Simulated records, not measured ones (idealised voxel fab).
Name of the process module below: voxel capacitor over wiring
215 nm wide, 5 nm square cells: that's cross-section cut.
Cross-section, as written here: a square-cell grid given band by band from the top down, where a band holds one or more rows of cells.
Basically the band line says how high the top is and how high the bottom is, in nm, and then what's in it from left to right, every material with its width in nm. Empty space shows up as "blank", and if a single material carries "everywhere" it runs the full band edge to edge.
Note: height 0 marks the level under which the wafer is uniformly one material as received. Lowest band unbounded below, written "from 0 down".
Quick explanation for "30->40": the width changes in equal steps down the rows of cells, from the first number in the band's top row to the second number in its bottom row.
The cross-section has no changed cell in any step marked "no change".
The label "Trapped voids" introduces a list of the empty spaces, 8 cells or larger, that have no open way up to the top; each entry in it reads width x height at distance, where the distance is taken from the left edge and all three are stated in nm.
Anything after a step's settings on that line? It's the simulator's own note about the step.
"overlay nm", when on a step's line for a step with a mask, measures how far to the right of its planned place the mask lay; a negative measure means to the left.

STEPS IN THE PROCESS PLAN
1: op RECEIVE | material Si
2: op CONFORMAL_DEP | material SiO2 | thk nm 10
3: op CONFORMAL_DEP | material SiN | thk nm 5
4: op DIRECTIONAL_DEP | material lowk | thk nm 15
5: op MASKED_ETCH | tone open | mask id METAL_1 | width nm 30 | pitch nm 100 | etch materials lowk | depth nm 15 | overlay nm 0
6: op MASKED_ETCH | tone open | mask id METAL_1 | width nm 30 | pitch nm 100 | etch materials SiN | depth nm 5 | overlay nm 0
7: op CONFORMAL_DEP | material TiN | thk nm 5
8: op FILL_DEP | material Cu | thk nm 10
9: op CMP | height nm 30
10: op CONFORMAL_DEP | material SiCN | thk nm 5
11: op DIRECTIONAL_DEP | material SiO2 | thk nm 15
12: op DIRECTIONAL_DEP | material aC | thk nm 15
13: op PATTERN | tone open | mask id PLUG_1 | material resist | width nm 15 | thk nm 30 | overlay nm 0
14: op DIRECTIONAL_ETCH | etch materials aC | depth nm 15
15: op STRIP | etch materials resist
16: op DIRECTIONAL_ETCH | etch materials SiO2 | depth nm 15
17: op DIRECTIONAL_ETCH | etch materials SiCN | depth nm 5
18: op STRIP | etch materials aC
19: op CONFORMAL_DEP | material TiN | thk nm 5
20: op FILL_DEP | material Cu | thk nm 5
21: op CMP | height nm 50
22: op DIRECTIONAL_DEP | material TiN | thk nm 10
23: op DIRECTIONAL_DEP | material HfO2 | thk nm 5
24: op DIRECTIONAL_DEP | material TiN | thk nm 5
25: op DIRECTIONAL_DEP | material aC | thk nm 10
26: op PATTERN | tone cover | mask id UPPER_PLATE | material resist | width nm 75 | thk nm 30 | overlay nm 0
27: op DIRECTIONAL_ETCH | etch materials aC | depth nm 10
28: op STRIP | etch materials resist
29: op DIRECTIONAL_ETCH | etch materials TiN | depth nm 5
30: op DIRECTIONAL_ETCH | etch materials HfO2 | depth nm 5
31: op STRIP | etch materials aC
32: op DIRECTIONAL_DEP | material aC | thk nm 10
33: op PATTERN | tone cover | mask id LOWER_PLATE | material resist | width nm 85 | thk nm 25 | overlay nm 0
34: op DIRECTIONAL_ETCH | etch materials aC | depth nm 10
35: op STRIP | etch materials resist
36: op DIRECTIONAL_ETCH | etch materials TiN | depth nm 10
37: op STRIP | etch materials aC
38: op FILL_DEP | material SiO2 | thk nm 15
39: op CMP | height nm 80
40: op PATTERN | tone open | mask id PLUG_2 | material resist | width nm 15 | thk nm 15 | overlay nm 0
41: op DIRECTIONAL_ETCH | etch materials SiO2 | depth nm 10
42: op STRIP | etch materials resist
43: op CONFORMAL_DEP | material TiN | thk nm 5
44: op FILL_DEP | material W | thk nm 10
45: op CMP | height nm 80
46: op CONFORMAL_DEP | material SiCN | thk nm 5

THIS IS THE CROSS-SECTION OF THE WAFER AS WE RECEIVED IT, I.E. AFTER STEP 1
    from 0 down  Si everywhere
    Trapped voids: none

MODULE COMPLETE - CROSS-SECTION OF THE FIRST OF TWO WAFERS, RUN ACCORDING TO PLAN
    from 85 to 80  SiCN everywhere
    from 80 to 75  65 SiO2 / 5 TiN / 5 W / 5 TiN / 135 SiO2
    from 75 to 65  65->55 SiO2 / 15->75 TiN / 135->85 SiO2
    from 65 to 60  55 SiO2 / 75 HfO2 / 85 SiO2
    from 60 to 50  50 SiO2 / 85 TiN / 80 SiO2
    from 50 to 35  55 SiO2 / 5 TiN / 5 Cu / 5 TiN / 145 SiO2
    from 35 to 30  55 SiCN / 15 TiN / 145 SiCN
    from 30 to 15  40 lowk / 5 TiN / 20 Cu / 5 TiN / 70 lowk / 5 TiN / 20 Cu / 5 TiN / 45 lowk
    from 15 to 10  40 SiN / 30 TiN / 70 SiN / 30 TiN / 45 SiN
    from 10 to 0  SiO2 everywhere
    from 0 down  Si everywhere
    Trapped voids: none

SECOND WAFER THROUGH THE MODULE, SECTIONED AT THE END: SAME BEGINNING AND SAME PLAN AS THE FIRST WAFER, WITH ONE MISTAKE IN CARRYING IT OUT
    from 85 to 80  SiCN everywhere
    from 80 to 75  65 SiO2 / 5 TiN / 5 W / 5 TiN / 135 SiO2
    from 75 to 65  65->55 SiO2 / 15->75 TiN / 135->85 SiO2
    from 65 to 60  55 SiO2 / 75 HfO2 / 85 SiO2
    from 60 to 50  50 SiO2 / 85 TiN / 80 SiO2
    from 50 to 35  55 SiO2 / 5 TiN / 5 Cu / 5 TiN / 145 SiO2
    from 35 to 30  55 SiCN / 15 TiN / 145 SiCN
    from 30 to 25  40 SiN / 30 TiN / 70 SiN / 30 TiN / 45 SiN
    from 25 to 10  lowk everywhere
    from 10 to 0  SiO2 everywhere
    from 0 down  Si everywhere
    Trapped voids: none
Deviation noted in wafer processing: swap of plan steps 3 and 4 during execution
Final comparison by cell count, materials where the second wafer has more or fewer than the first: 24 fewer of Cu | 12 fewer of TiN | 36 more of lowk
